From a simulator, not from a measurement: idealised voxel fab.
Proc. module: voxel released beams
Shown is cross-section cut, with a width of 255 nm and square cells of size 5 nm.
Format of a cross-section: grid, square cells. Given as bands. Order: top down. Band: one or more rows of cells. Top, bottom (nm), then materials left to right with widths (nm); lone material tagged "throughout" fills the whole band edge to edge; "empty" = empty space. Zero point of the height axis is 0; under it, received wafer = one material. Lowest band: continues down indefinitely, "0 and below". Read "30->40" as a graded width: first number on top, second number at the bottom, same change between each pair of neighbouring rows. Any step labelled "remained the same" changed none of the cells in the cross-section. "Entrapped voids" means: voids of 8 cells or more that are shut off from the top with no open way through. Written width x height at distance, distance from the left edge, in nm. Anything after a step's settings on that line? It's the simulator's own note about the step. overlay nm: step with mask; distance mask lay right of planned place; negative value = left of planned place. Pairs ahead. Before: cross-section ahead of one process step. After: cross-section once the step is done, shown to the lowest changed band only. Under each pair: that step, with settings. Caution: pairs may come from different runs of this module on the same starting wafer; a pair follows the pair above only where its "Status quo ante" entry says so.
-- Status quo ante
> 0 and below  Si throughout
> Entrapped voids: none
-- Result of Step
> 5 down to 0  SiN throughout
> Below a height of 0, the structure has not been altered.
> Entrapped voids: none
It is this step that lies between the two cross-sections above: CONFORMAL_DEP: material SiN, thk nm 5
Status quo ante: the after view from the pair directly above serves as the before view here.
-- Result of Step
> 20 down to 5  SiO2 throughout
> Below a height of 5, the structure has not been altered.
> Entrapped voids: none
It is this step that lies between the two cross-sections above: DIRECTIONAL_DEP: material SiO2, thk nm 15
Status quo ante: the after view from the pair directly above serves as the before view here.
-- Result of Step
> 30 down to 20  aC throughout
> Below a height of 20, the structure has not been altered.
> Entrapped voids: none
It is this step that lies between the two cross-sections above: DIRECTIONAL_DEP: material aC, thk nm 10
Status quo ante: the after view from the pair directly above serves as the before view here.
-- Result of Step
> 60 down to 30  resist: 90, then empty: 35, then resist: 130
> Below a height of 30, the structure has not been altered.
> Entrapped voids: none
It is this step that lies between the two cross-sections above: PATTERN: tone open, mask id ANCHOR, material resist, width nm 35, thk nm 30, overlay nm 0
Status quo ante: the after view from the pair directly above serves as the before view here.
-- Result of Step
> 50 down to 30  resist: 90, then empty: 35, then resist: 130
> 30 down to 20  aC: 90, then empty: 35, then aC: 130
> Below a height of 20, the structure has not been altered.
> Entrapped voids: none
It is this step that lies between the two cross-sections above: DIRECTIONAL_ETCH: etch materials aC, depth nm 10
Status quo ante: the after view from the pair directly above serves as the before view here.
-- Result of Step
> 30 down to 20  aC: 90, then empty: 35, then aC: 130
> Below a height of 20, the structure has not been altered.
> Entrapped voids: none
It is this step that lies between the two cross-sections above: STRIP: etch materials resist
Status quo ante: the after view from the pair directly above serves as the before view here.
-- Result of Step
> 30 down to 20  aC: 90, then empty: 35, then aC: 130
> 20 down to 5  SiO2: 90, then empty: 35, then SiO2: 130
> Below a height of 5, the structure has not been altered.
> Entrapped voids: none
It is this step that lies between the two cross-sections above: DIRECTIONAL_ETCH: etch materials SiO2, depth nm 15
Status quo ante: the after view from the pair directly above serves as the before view here.
-- Result of Step
> 20 down to 5  SiO2: 90, then empty: 35, then SiO2: 130
> Below a height of 5, the structure has not been altered.
> Entrapped voids: none
It is this step that lies between the two cross-sections above: STRIP: etch materials aC
Status quo ante: the after view from the pair directly above serves as the before view here.
-- Result of Step
> 35 down to 20  TiN: 105, then empty: 5, then TiN: 145
> 20 down to 5  SiO2: 90, then TiN: 35, then SiO2: 130
> Below a height of 5, the structure has not been altered.
> Entrapped voids: none
It is this step that lies between the two cross-sections above: CONFORMAL_DEP: material TiN, thk nm 15
Status quo ante: the after view from the pair directly above serves as the before view here.
-- Result of Step
> 45 down to 35  aC: 105, then empty: 5, then aC: 145
> 35 down to 30  TiN: 105, then empty: 5, then TiN: 145
> 30 down to 20  TiN: 105, then aC: 5, then TiN: 145
> Below a height of 20, the structure has not been altered.
> Entrapped voids: none
It is this step that lies between the two cross-sections above: DIRECTIONAL_DEP: material aC, thk nm 10
Status quo ante: the after view from the pair directly above serves as the before view here.
-- Result of Step
> 70 down to 45  empty: 85, then resist: 80, then empty: 90
> 45 down to 35  aC: 105, then resist: 5, then aC: 145
> 35 down to 30  TiN: 105, then resist: 5, then TiN: 145
> Below a height of 30, the structure has not been altered.
> Entrapped voids: none
It is this step that lies between the two cross-sections above: PATTERN: tone cover, mask id BEAM, material resist, width nm 80, thk nm 25, overlay nm 0
Status quo ante: the after view from the pair directly above serves as the before view here.
-- Result of Step
> 60 down to 45  empty: 85, then resist: 80, then empty: 90
> 45 down to 35  empty: 85, then aC: 20, then resist: 5, then aC: 55, then empty: 90
> Below a height of 35, the structure has not been altered.
> Entrapped voids: none
It is this step that lies between the two cross-sections above: DIRECTIONAL_ETCH: etch materials aC, depth nm 10
Status quo ante: the after view from the pair directly above serves as the before view here.
-- Result of Step
> 45 down to 35  empty: 85, then aC: 20, then empty: 5, then aC: 55, then empty: 90
> 35 down to 30  TiN: 105, then empty: 5, then TiN: 145
> Below a height of 30, the structure has not been altered.
> Entrapped voids: none
It is this step that lies between the two cross-sections above: STRIP: etch materials resist
Status quo ante: the after view from the pair directly above serves as the before view here.
-- Result of Step
> 45 down to 35  empty: 85, then aC: 20, then empty: 5, then aC: 55, then empty: 90
> 35 down to 30  empty: 85, then TiN: 20, then empty: 5, then TiN: 55, then empty: 90
> 30 down to 20  empty: 85, then TiN: 20, then aC: 5, then TiN: 55, then empty: 90
> Below a height of 20, the structure has not been altered.
> Entrapped voids: none
It is this step that lies between the two cross-sections above: DIRECTIONAL_ETCH: etch materials TiN, depth nm 15
Status quo ante: the after view from the pair directly above serves as the before view here.
-- Result of Step
> 35 down to 20  empty: 85, then TiN: 20, then empty: 5, then TiN: 55, then empty: 90
> Below a height of 20, the structure has not been altered.
> Entrapped voids: none
It is this step that lies between the two cross-sections above: STRIP: etch materials aC
Status quo ante: the after view from the pair directly above serves as the before view here.
-- Result of Step
> 35 down to 20  empty: 85, then TiN: 20, then empty: 5, then TiN: 55, then empty: 90
> 20 down to 5  empty: 90, then TiN: 35, then empty: 130
> Below a height of 5, the structure has not been altered.
> Entrapped voids: none
It is this step that lies between the two cross-sections above: STRIP: etch materials SiO2
-- Status quo ante
> 0 and below  Si throughout
> Entrapped voids: none
-- Result of Step
> 15 down to 0  SiO2 throughout
> Below a height of 0, the structure has not been altered.
> Entrapped voids: none
It is this step that lies between the two cross-sections above: DIRECTIONAL_DEP: material SiO2, thk nm 15
Status quo ante: the after view from the pair directly above serves as the before view here.
-- Result of Step
> 25 down to 15  aC throughout
> Below a height of 15, the structure has not been altered.
> Entrapped voids: none
It is this step that lies between the two cross-sections above: DIRECTIONAL_DEP: material aC, thk nm 10
Status quo ante: the after view from the pair directly above serves as the before view here.
-- Result of Step
> 55 down to 25  resist: 90, then empty: 35, then resist: 130
> Below a height of 25, the structure has not been altered.
> Entrapped voids: none
It is this step that lies between the two cross-sections above: PATTERN: tone open, mask id ANCHOR, material resist, width nm 35, thk nm 30, overlay nm 0
Status quo ante: the after view from the pair directly above serves as the before view here.
-- Result of Step
> 45 down to 25  resist: 90, then empty: 35, then resist: 130
> 25 down to 15  aC: 90, then empty: 35, then aC: 130
> Below a height of 15, the structure has not been altered.
> Entrapped voids: none
It is this step that lies between the two cross-sections above: DIRECTIONAL_ETCH: etch materials aC, depth nm 10
Status quo ante: the after view from the pair directly above serves as the before view here.
-- Result of Step
> 25 down to 15  aC: 90, then empty: 35, then aC: 130
> Below a height of 15, the structure has not been altered.
> Entrapped voids: none
It is this step that lies between the two cross-sections above: STRIP: etch materials resist
Status quo ante: the after view from the pair directly above serves as the before view here.
-- Result of Step
> 25 down to 15  aC: 90, then empty: 35, then aC: 130
> 15 down to 0  SiO2: 90, then empty: 35, then SiO2: 130
> Below a height of 0, the structure has not been altered.
> Entrapped voids: none
It is this step that lies between the two cross-sections above: DIRECTIONAL_ETCH: etch materials SiO2, depth nm 15
Status quo ante: the after view from the pair directly above serves as the before view here.
-- Result of Step
> 15 down to 0  SiO2: 90, then empty: 35, then SiO2: 130
> Below a height of 0, the structure has not been altered.
> Entrapped voids: none
It is this step that lies between the two cross-sections above: STRIP: etch materials aC
Status quo ante: the after view from the pair directly above serves as the before view here.
-- Result of Step
> 30 down to 15  TiN: 105, then empty: 5, then TiN: 145
> 15 down to 0  SiO2: 90, then TiN: 35, then SiO2: 130
> Below a height of 0, the structure has not been altered.
> Entrapped voids: none
It is this step that lies between the two cross-sections above: CONFORMAL_DEP: material TiN, thk nm 15
Status quo ante: the after view from the pair directly above serves as the before view here.
-- Result of Step
> 40 down to 30  aC: 105, then empty: 5, then aC: 145
> 30 down to 25  TiN: 105, then empty: 5, then TiN: 145
> 25 down to 15  TiN: 105, then aC: 5, then TiN: 145
> Below a height of 15, the structure has not been altered.
> Entrapped voids: none
It is this step that lies between the two cross-sections above: DIRECTIONAL_DEP: material aC, thk nm 10
Status quo ante: the after view from the pair directly above serves as the before view here.
-- Result of Step
> 65 down to 40  empty: 85, then resist: 80, then empty: 90
> 40 down to 30  aC: 105, then resist: 5, then aC: 145
> 30 down to 25  TiN: 105, then resist: 5, then TiN: 145
> Below a height of 25, the structure has not been altered.
> Entrapped voids: none
It is this step that lies between the two cross-sections above: PATTERN: tone cover, mask id BEAM, material resist, width nm 80, thk nm 25, overlay nm 0
Status quo ante: the after view from the pair directly above serves as the before view here.
-- Result of Step
> 55 down to 40  empty: 85, then resist: 80, then empty: 90
> 40 down to 30  empty: 85, then aC: 20, then resist: 5, then aC: 55, then empty: 90
> Below a height of 30, the structure has not been altered.
> Entrapped voids: none
It is this step that lies between the two cross-sections above: DIRECTIONAL_ETCH: etch materials aC, depth nm 10
Status quo ante: the after view from the pair directly above serves as the before view here.
-- Result of Step
> 40 down to 30  empty: 85, then aC: 20, then empty: 5, then aC: 55, then empty: 90
> 30 down to 25  TiN: 105, then empty: 5, then TiN: 145
> Below a height of 25, the structure has not been altered.
> Entrapped voids: none
It is this step that lies between the two cross-sections above: STRIP: etch materials resist
Status quo ante: the after view from the pair directly above serves as the before view here.
-- Result of Step
> 40 down to 30  empty: 85, then aC: 20, then empty: 5, then aC: 55, then empty: 90
> 30 down to 25  empty: 85, then TiN: 20, then empty: 5, then TiN: 55, then empty: 90
> 25 down to 15  empty: 85, then TiN: 20, then aC: 5, then TiN: 55, then empty: 90
> Below a height of 15, the structure has not been altered.
> Entrapped voids: none
It is this step that lies between the two cross-sections above: DIRECTIONAL_ETCH: etch materials TiN, depth nm 15
Status quo ante: the after view from the pair directly above serves as the before view here.
-- Result of Step
> 30 down to 15  empty: 85, then TiN: 20, then empty: 5, then TiN: 55, then empty: 90
> Below a height of 15, the structure has not been altered.
> Entrapped voids: none
It is this step that lies between the two cross-sections above: STRIP: etch materials aC
Status quo ante: the after view from the pair directly above serves as the before view here.
-- Result of Step
> 30 down to 15  empty: 85, then TiN: 20, then empty: 5, then TiN: 55, then empty: 90
> 15 down to 0  empty: 90, then TiN: 35, then empty: 130
> Below a height of 0, the structure has not been altered.
> Entrapped voids: none
It is this step that lies between the two cross-sections above: STRIP: etch materials SiO2
-- Status quo ante
> 35 down to 20  TiN: 105, then empty: 5, then TiN: 145
> 20 down to 5  SiO2: 90, then TiN: 35, then SiO2: 130
> 5 down to 0  SiN throughout
> 0 and below  Si throughout
> Entrapped voids: none
-- Result of Step
> 50 down to 20  TiN throughout
> Below a height of 20, the structure has not been altered.
> Entrapped voids: none
It is this step that lies between the two cross-sections above: CONFORMAL_DEP: material TiN, thk nm 15
Status quo ante: the after view from the pair directly above serves as the before view here.
-- Result of Step
> 60 down to 50  aC throughout
> Below a height of 50, the structure has not been altered.
> Entrapped voids: none
It is this step that lies between the two cross-sections above: DIRECTIONAL_DEP: material aC, thk nm 10
Status quo ante: the after view from the pair directly above serves as the before view here.
-- Result of Step
> 85 down to 60  empty: 85, then resist: 80, then empty: 90
> Below a height of 60, the structure has not been altered.
> Entrapped voids: none
It is this step that lies between the two cross-sections above: PATTERN: tone cover, mask id BEAM, material resist, width nm 80, thk nm 25, overlay nm 0
Status quo ante: the after view from the pair directly above serves as the before view here.
-- Result of Step
> 75 down to 60  empty: 85, then resist: 80, then empty: 90
> 60 down to 50  empty: 85, then aC: 80, then empty: 90
> Below a height of 50, the structure has not been altered.
> Entrapped voids: none
It is this step that lies between the two cross-sections above: DIRECTIONAL_ETCH: etch materials aC, depth nm 10
Status quo ante: the after view from the pair directly above serves as the before view here.
-- Result of Step
> 60 down to 50  empty: 85, then aC: 80, then empty: 90
> Below a height of 50, the structure has not been altered.
> Entrapped voids: none
It is this step that lies between the two cross-sections above: STRIP: etch materials resist
Status quo ante: the after view from the pair directly above serves as the before view here.
-- Result of Step
> 60 down to 50  empty: 85, then aC: 80, then empty: 90
> 50 down to 35  empty: 85, then TiN: 80, then empty: 90
> Below a height of 35, the structure has not been altered.
> Entrapped voids: none
It is this step that lies between the two cross-sections above: DIRECTIONAL_ETCH: etch materials TiN, depth nm 15
Status quo ante: the after view from the pair directly above serves as the before view here.
-- Result of Step
> 50 down to 35  empty: 85, then TiN: 80, then empty: 90
> Below a height of 35, the structure has not been altered.
> Entrapped voids: none
It is this step that lies between the two cross-sections above: STRIP: etch materials aC
-- Status quo ante
> 15 down to 0  SiO2 throughout
> 0 and below  Si throughout
> Entrapped voids: none
-- Result of Step
> 20 down to 15  SiN throughout
> Below a height of 15, the structure has not been altered.
> Entrapped voids: none
It is this step that lies between the two cross-sections above: CONFORMAL_DEP: material SiN, thk nm 5
Status quo ante: the after view from the pair directly above serves as the before view here.
-- Result of Step
> 30 down to 20  aC throughout
> Below a height of 20, the structure has not been altered.
> Entrapped voids: none
It is this step that lies between the two cross-sections above: DIRECTIONAL_DEP: material aC, thk nm 10
Status quo ante: the after view from the pair directly above serves as the before view here.
-- Result of Step
> 60 down to 30  resist: 90, then empty: 35, then resist: 130
> Below a height of 30, the structure has not been altered.
> Entrapped voids: none
It is this step that lies between the two cross-sections above: PATTERN: tone open, mask id ANCHOR, material resist, width nm 35, thk nm 30, overlay nm 0
Status quo ante: the after view from the pair directly above serves as the before view here.
-- Result of Step
> 50 down to 30  resist: 90, then empty: 35, then resist: 130
> 30 down to 20  aC: 90, then empty: 35, then aC: 130
> Below a height of 20, the structure has not been altered.
> Entrapped voids: none
It is this step that lies between the two cross-sections above: DIRECTIONAL_ETCH: etch materials aC, depth nm 10
Status quo ante: the after view from the pair directly above serves as the before view here.
-- Result of Step
> 30 down to 20  aC: 90, then empty: 35, then aC: 130
> Below a height of 20, the structure has not been altered.
> Entrapped voids: none
It is this step that lies between the two cross-sections above: STRIP: etch materials resist
Status quo ante: the after view from the pair directly above serves as the before view here.
-- Result of Step
> 20 down to 15  SiN throughout
> Below a height of 15, the structure has not been altered.
> Entrapped voids: none
It is this step that lies between the two cross-sections above: STRIP: etch materials aC
Status quo ante: the after view from the pair directly above serves as the before view here.
-- Result of Step
> 35 down to 20  TiN throughout
> Below a height of 20, the structure has not been altered.
> Entrapped voids: none
It is this step that lies between the two cross-sections above: CONFORMAL_DEP: material TiN, thk nm 15
Status quo ante: the after view from the pair directly above serves as the before view here.
-- Result of Step
> 45 down to 35  aC throughout
> Below a height of 35, the structure has not been altered.
> Entrapped voids: none
It is this step that lies between the two cross-sections above: DIRECTIONAL_DEP: material aC, thk nm 10
Status quo ante: the after view from the pair directly above serves as the before view here.
-- Result of Step
> 70 down to 45  empty: 85, then resist: 80, then empty: 90
> Below a height of 45, the structure has not been altered.
> Entrapped voids: none
It is this step that lies between the two cross-sections above: PATTERN: tone cover, mask id BEAM, material resist, width nm 80, thk nm 25, overlay nm 0
Status quo ante: the after view from the pair directly above serves as the before view here.
-- Result of Step
> 60 down to 45  empty: 85, then resist: 80, then empty: 90
> 45 down to 35  empty: 85, then aC: 80, then empty: 90
> Below a height of 35, the structure has not been altered.
> Entrapped voids: none
It is this step that lies between the two cross-sections above: DIRECTIONAL_ETCH: etch materials aC, depth nm 10
Status quo ante: the after view from the pair directly above serves as the before view here.
-- Result of Step
> 45 down to 35  empty: 85, then aC: 80, then empty: 90
> Below a height of 35, the structure has not been altered.
> Entrapped voids: none
It is this step that lies between the two cross-sections above: STRIP: etch materials resist
Status quo ante: the after view from the pair directly above serves as the before view here.
-- Result of Step
> 45 down to 35  empty: 85, then aC: 80, then empty: 90
> 35 down to 20  empty: 85, then TiN: 80, then empty: 90
> Below a height of 20, the structure has not been altered.
> Entrapped voids: none
It is this step that lies between the two cross-sections above: DIRECTIONAL_ETCH: etch materials TiN, depth nm 15
Status quo ante: the after view from the pair directly above serves as the before view here.
-- Result of Step
> 35 down to 20  empty: 85, then TiN: 80, then empty: 90
> Below a height of 20, the structure has not been altered.
> Entrapped voids: none
It is this step that lies between the two cross-sections above: STRIP: etch materials aC
-- Status quo ante
> 20 down to 5  SiO2: 90, then empty: 35, then SiO2: 130
> 5 down to 0  SiN throughout
> 0 and below  Si throughout
> Entrapped voids: none
-- Result of Step
> 30 down to 20  TiN: 100, then empty: 15, then TiN: 140
> 20 down to 15  SiO2: 90, then TiN: 10, then empty: 15, then TiN: 10, then SiO2: 130
> 15 down to 5  SiO2: 90, then TiN: 35, then SiO2: 130
> Below a height of 5, the structure has not been altered.
> Entrapped voids: none
It is this step that lies between the two cross-sections above: CONFORMAL_DEP: material TiN, thk nm 10
Status quo ante: the after view from the pair directly above serves as the before view here.
-- Result of Step
> 40 down to 30  aC: 100, then empty: 15, then aC: 140
> 30 down to 25  TiN: 100, then empty: 15, then TiN: 140
> 25 down to 20  TiN: 100, then aC: 15, then TiN: 140
> 20 down to 15  SiO2: 90, then TiN: 10, then aC: 15, then TiN: 10, then SiO2: 130
> Below a height of 15, the structure has not been altered.
> Entrapped voids: none
It is this step that lies between the two cross-sections above: DIRECTIONAL_DEP: material aC, thk nm 10
Status quo ante: the after view from the pair directly above serves as the before view here.
-- Result of Step
> 65 down to 40  empty: 85, then resist: 80, then empty: 90
> 40 down to 30  aC: 100, then resist: 15, then aC: 140
> 30 down to 25  TiN: 100, then resist: 15, then TiN: 140
> Below a height of 25, the structure has not been altered.
> Entrapped voids: none
It is this step that lies between the two cross-sections above: PATTERN: tone cover, mask id BEAM, material resist, width nm 80, thk nm 25, overlay nm 0
Status quo ante: the after view from the pair directly above serves as the before view here.
-- Result of Step
> 55 down to 40  empty: 85, then resist: 80, then empty: 90
> 40 down to 30  empty: 85, then aC: 15, then resist: 15, then aC: 50, then empty: 90
> Below a height of 30, the structure has not been altered.
> Entrapped voids: none
It is this step that lies between the two cross-sections above: DIRECTIONAL_ETCH: etch materials aC, depth nm 10
Status quo ante: the after view from the pair directly above serves as the before view here.
-- Result of Step
> 40 down to 30  empty: 85, then aC: 15, then empty: 15, then aC: 50, then empty: 90
> 30 down to 25  TiN: 100, then empty: 15, then TiN: 140
> Below a height of 25, the structure has not been altered.
> Entrapped voids: none
It is this step that lies between the two cross-sections above: STRIP: etch materials resist
Status quo ante: the after view from the pair directly above serves as the before view here.
-- Result of Step
> 40 down to 30  empty: 85, then aC: 15, then empty: 15, then aC: 50, then empty: 90
> 30 down to 25  empty: 85, then TiN: 15, then empty: 15, then TiN: 50, then empty: 90
> 25 down to 20  empty: 85, then TiN: 15, then aC: 15, then TiN: 50, then empty: 90
> Below a height of 20, the structure has not been altered.
> Entrapped voids: none
It is this step that lies between the two cross-sections above: DIRECTIONAL_ETCH: etch materials TiN, depth nm 15
Status quo ante: the after view from the pair directly above serves as the before view here.
-- Result of Step
> 30 down to 20  empty: 85, then TiN: 15, then empty: 15, then TiN: 50, then empty: 90
> 20 down to 15  SiO2: 90, then TiN: 10, then empty: 15, then TiN: 10, then SiO2: 130
> Below a height of 15, the structure has not been altered.
> Entrapped voids: none
It is this step that lies between the two cross-sections above: STRIP: etch materials aC
Status quo ante: the after view from the pair directly above serves as the before view here.
-- Result of Step
> 30 down to 20  empty: 85, then TiN: 15, then empty: 15, then TiN: 50, then empty: 90
> 20 down to 15  empty: 90, then TiN: 10, then empty: 15, then TiN: 10, then empty: 130
> 15 down to 5  empty: 90, then TiN: 35, then empty: 130
> Below a height of 5, the structure has not been altered.
> Entrapped voids: none
It is this step that lies between the two cross-sections above: STRIP: etch materials SiO2
-- Status quo ante
> 30 down to 20  aC throughout
> 20 down to 5  SiO2 throughout
> 5 down to 0  SiN throughout
> 0 and below  Si throughout
> Entrapped voids: none
-- Result of Step
> 60 down to 30  resist: 85, then empty: 45, then resist: 125
> Below a height of 30, the structure has not been altered.
> Entrapped voids: none
It is this step that lies between the two cross-sections above: PATTERN: tone open, mask id ANCHOR, material resist, width nm 45, thk nm 30, overlay nm 0
Status quo ante: the after view from the pair directly above serves as the before view here.
-- Result of Step
> 50 down to 30  resist: 85, then empty: 45, then resist: 125
> 30 down to 20  aC: 85, then empty: 45, then aC: 125
> Below a height of 20, the structure has not been altered.
> Entrapped voids: none
It is this step that lies between the two cross-sections above: DIRECTIONAL_ETCH: etch materials aC, depth nm 10
Status quo ante: the after view from the pair directly above serves as the before view here.
-- Result of Step
> 30 down to 20  aC: 85, then empty: 45, then aC: 125
> Below a height of 20, the structure has not been altered.
> Entrapped voids: none
It is this step that lies between the two cross-sections above: STRIP: etch materials resist
Status quo ante: the after view from the pair directly above serves as the before view here.
-- Result of Step
> 30 down to 20  aC: 85, then empty: 45, then aC: 125
> 20 down to 5  SiO2: 85, then empty: 45, then SiO2: 125
> Below a height of 5, the structure has not been altered.
> Entrapped voids: none
It is this step that lies between the two cross-sections above: DIRECTIONAL_ETCH: etch materials SiO2, depth nm 15
Status quo ante: the after view from the pair directly above serves as the before view here.
-- Result of Step
> 20 down to 5  SiO2: 85, then empty: 45, then SiO2: 125
> Below a height of 5, the structure has not been altered.
> Entrapped voids: none
It is this step that lies between the two cross-sections above: STRIP: etch materials aC
Status quo ante: the after view from the pair directly above serves as the before view here.
-- Result of Step
> 35 down to 20  TiN: 100, then empty: 15, then TiN: 140
> 20 down to 5  SiO2: 85, then TiN: 45, then SiO2: 125
> Below a height of 5, the structure has not been altered.
> Entrapped voids: none
It is this step that lies between the two cross-sections above: CONFORMAL_DEP: material TiN, thk nm 15
Status quo ante: the after view from the pair directly above serves as the before view here.
-- Result of Step
> 45 down to 35  aC: 100, then empty: 15, then aC: 140
> 35 down to 30  TiN: 100, then empty: 15, then TiN: 140
> 30 down to 20  TiN: 100, then aC: 15, then TiN: 140
> Below a height of 20, the structure has not been altered.
> Entrapped voids: none
It is this step that lies between the two cross-sections above: DIRECTIONAL_DEP: material aC, thk nm 10
Status quo ante: the after view from the pair directly above serves as the before view here.
-- Result of Step
> 70 down to 45  empty: 85, then resist: 80, then empty: 90
> 45 down to 35  aC: 100, then resist: 15, then aC: 140
> 35 down to 30  TiN: 100, then resist: 15, then TiN: 140
> Below a height of 30, the structure has not been altered.
> Entrapped voids: none
It is this step that lies between the two cross-sections above: PATTERN: tone cover, mask id BEAM, material resist, width nm 80, thk nm 25, overlay nm 0
Status quo ante: the after view from the pair directly above serves as the before view here.
-- Result of Step
> 60 down to 45  empty: 85, then resist: 80, then empty: 90
> 45 down to 35  empty: 85, then aC: 15, then resist: 15, then aC: 50, then empty: 90
> Below a height of 35, the structure has not been altered.
> Entrapped voids: none
It is this step that lies between the two cross-sections above: DIRECTIONAL_ETCH: etch materials aC, depth nm 10
Status quo ante: the after view from the pair directly above serves as the before view here.
-- Result of Step
> 45 down to 35  empty: 85, then aC: 15, then empty: 15, then aC: 50, then empty: 90
> 35 down to 30  TiN: 100, then empty: 15, then TiN: 140
> Below a height of 30, the structure has not been altered.
> Entrapped voids: none
It is this step that lies between the two cross-sections above: STRIP: etch materials resist
Status quo ante: the after view from the pair directly above serves as the before view here.
-- Result of Step
> 45 down to 35  empty: 85, then aC: 15, then empty: 15, then aC: 50, then empty: 90
> 35 down to 30  empty: 85, then TiN: 15, then empty: 15, then TiN: 50, then empty: 90
> 30 down to 20  empty: 85, then TiN: 15, then aC: 15, then TiN: 50, then empty: 90
> Below a height of 20, the structure has not been altered.
> Entrapped voids: none
It is this step that lies between the two cross-sections above: DIRECTIONAL_ETCH: etch materials TiN, depth nm 15
Status quo ante: the after view from the pair directly above serves as the before view here.
-- Result of Step
> 35 down to 20  empty: 85, then TiN: 15, then empty: 15, then TiN: 50, then empty: 90
> Below a height of 20, the structure has not been altered.
> Entrapped voids: none
It is this step that lies between the two cross-sections above: STRIP: etch materials aC
Status quo ante: the after view from the pair directly above serves as the before view here.
-- Result of Step
> 35 down to 20  empty: 85, then TiN: 15, then empty: 15, then TiN: 50, then empty: 90
> 20 down to 5  empty: 85, then TiN: 45, then empty: 125
> Below a height of 5, the structure has not been altered.
> Entrapped voids: none
It is this step that lies between the two cross-sections above: STRIP: etch materials SiO2
-- Status quo ante
> 30 down to 20  aC throughout
> 20 down to 5  SiO2 throughout
> 5 down to 0  SiN throughout
> 0 and below  Si throughout
> Entrapped voids: none
-- Result of Step
> 60 down to 30  resist: 95, then empty: 35, then resist: 125
> Below a height of 30, the structure has not been altered.
> Entrapped voids: none
It is this step that lies between the two cross-sections above: PATTERN: tone open, mask id ANCHOR, material resist, width nm 35, thk nm 30, overlay nm 5
Status quo ante: the after view from the pair directly above serves as the before view here.
-- Result of Step
> 50 down to 30  resist: 95, then empty: 35, then resist: 125
> 30 down to 20  aC: 95, then empty: 35, then aC: 125
> Below a height of 20, the structure has not been altered.
> Entrapped voids: none
It is this step that lies between the two cross-sections above: DIRECTIONAL_ETCH: etch materials aC, depth nm 10
Status quo ante: the after view from the pair directly above serves as the before view here.
-- Result of Step
> 30 down to 20  aC: 95, then empty: 35, then aC: 125
> Below a height of 20, the structure has not been altered.
> Entrapped voids: none
It is this step that lies between the two cross-sections above: STRIP: etch materials resist
Status quo ante: the after view from the pair directly above serves as the before view here.
-- Result of Step
> 30 down to 20  aC: 95, then empty: 35, then aC: 125
> 20 down to 5  SiO2: 95, then empty: 35, then SiO2: 125
> Below a height of 5, the structure has not been altered.
> Entrapped voids: none
It is this step that lies between the two cross-sections above: DIRECTIONAL_ETCH: etch materials SiO2, depth nm 15
Status quo ante: the after view from the pair directly above serves as the before view here.
-- Result of Step
> 20 down to 5  SiO2: 95, then empty: 35, then SiO2: 125
> Below a height of 5, the structure has not been altered.
> Entrapped voids: none
It is this step that lies between the two cross-sections above: STRIP: etch materials aC
Status quo ante: the after view from the pair directly above serves as the before view here.
-- Result of Step
> 35 down to 20  TiN: 110, then empty: 5, then TiN: 140
> 20 down to 5  SiO2: 95, then TiN: 35, then SiO2: 125
> Below a height of 5, the structure has not been altered.
> Entrapped voids: none
It is this step that lies between the two cross-sections above: CONFORMAL_DEP: material TiN, thk nm 15
Status quo ante: the after view from the pair directly above serves as the before view here.
-- Result of Step
> 45 down to 35  aC: 110, then empty: 5, then aC: 140
> 35 down to 30  TiN: 110, then empty: 5, then TiN: 140
> 30 down to 20  TiN: 110, then aC: 5, then TiN: 140
> Below a height of 20, the structure has not been altered.
> Entrapped voids: none
It is this step that lies between the two cross-sections above: DIRECTIONAL_DEP: material aC, thk nm 10
Status quo ante: the after view from the pair directly above serves as the before view here.
-- Result of Step
> 70 down to 45  empty: 85, then resist: 80, then empty: 90
> 45 down to 35  aC: 110, then resist: 5, then aC: 140
> 35 down to 30  TiN: 110, then resist: 5, then TiN: 140
> Below a height of 30, the structure has not been altered.
> Entrapped voids: none
It is this step that lies between the two cross-sections above: PATTERN: tone cover, mask id BEAM, material resist, width nm 80, thk nm 25, overlay nm 0
Status quo ante: the after view from the pair directly above serves as the before view here.
-- Result of Step
> 60 down to 45  empty: 85, then resist: 80, then empty: 90
> 45 down to 35  empty: 85, then aC: 25, then resist: 5, then aC: 50, then empty: 90
> Below a height of 35, the structure has not been altered.
> Entrapped voids: none
It is this step that lies between the two cross-sections above: DIRECTIONAL_ETCH: etch materials aC, depth nm 10
Status quo ante: the after view from the pair directly above serves as the before view here.
-- Result of Step
> 45 down to 35  empty: 85, then aC: 25, then empty: 5, then aC: 50, then empty: 90
> 35 down to 30  TiN: 110, then empty: 5, then TiN: 140
> Below a height of 30, the structure has not been altered.
> Entrapped voids: none
It is this step that lies between the two cross-sections above: STRIP: etch materials resist
Status quo ante: the after view from the pair directly above serves as the before view here.
-- Result of Step
> 45 down to 35  empty: 85, then aC: 25, then empty: 5, then aC: 50, then empty: 90
> 35 down to 30  empty: 85, then TiN: 25, then empty: 5, then TiN: 50, then empty: 90
> 30 down to 20  empty: 85, then TiN: 25, then aC: 5, then TiN: 50, then empty: 90
> Below a height of 20, the structure has not been altered.
> Entrapped voids: none
It is this step that lies between the two cross-sections above: DIRECTIONAL_ETCH: etch materials TiN, depth nm 15
Status quo ante: the after view from the pair directly above serves as the before view here.
-- Result of Step
> 35 down to 20  empty: 85, then TiN: 25, then empty: 5, then TiN: 50, then empty: 90
> Below a height of 20, the structure has not been altered.
> Entrapped voids: none
It is this step that lies between the two cross-sections above: STRIP: etch materials aC
Status quo ante: the after view from the pair directly above serves as the before view here.
-- Result of Step
> 35 down to 20  empty: 85, then TiN: 25, then empty: 5, then TiN: 50, then empty: 90
> 20 down to 5  empty: 95, then TiN: 35, then empty: 125
> Below a height of 5, the structure has not been altered.
> Entrapped voids: none
It is this step that lies between the two cross-sections above: STRIP: etch materials SiO2
-- Status quo ante
> 20 down to 5  SiO2 throughout
> 5 down to 0  SiN throughout
> 0 and below  Si throughout
> Entrapped voids: none
-- Result of Step
> 30 down to 20  TiN throughout
> Below a height of 20, the structure has not been altered.
> Entrapped voids: none
It is this step that lies between the two cross-sections above: DIRECTIONAL_DEP: material TiN, thk nm 10
Status quo ante: the after view from the pair directly above serves as the before view here.
-- Result of Step
> 60 down to 30  resist: 90, then empty: 35, then resist: 130
> Below a height of 30, the structure has not been altered.
> Entrapped voids: none
It is this step that lies between the two cross-sections above: PATTERN: tone open, mask id ANCHOR, material resist, width nm 35, thk nm 30, overlay nm 0
Status quo ante: the after view from the pair directly above serves as the before view here.
-- Result of Step
> 50 down to 30  resist: 90, then empty: 35, then resist: 130
> Below a height of 30, the structure has not been altered.
> Entrapped voids: none
It is this step that lies between the two cross-sections above: DIRECTIONAL_ETCH: etch materials aC, depth nm 10
Status quo ante: the after view from the pair directly above serves as the before view here.
-- Result of Step
> 30 down to 20  TiN throughout
> Below a height of 20, the structure has not been altered.
> Entrapped voids: none
It is this step that lies between the two cross-sections above: STRIP: etch materials resist
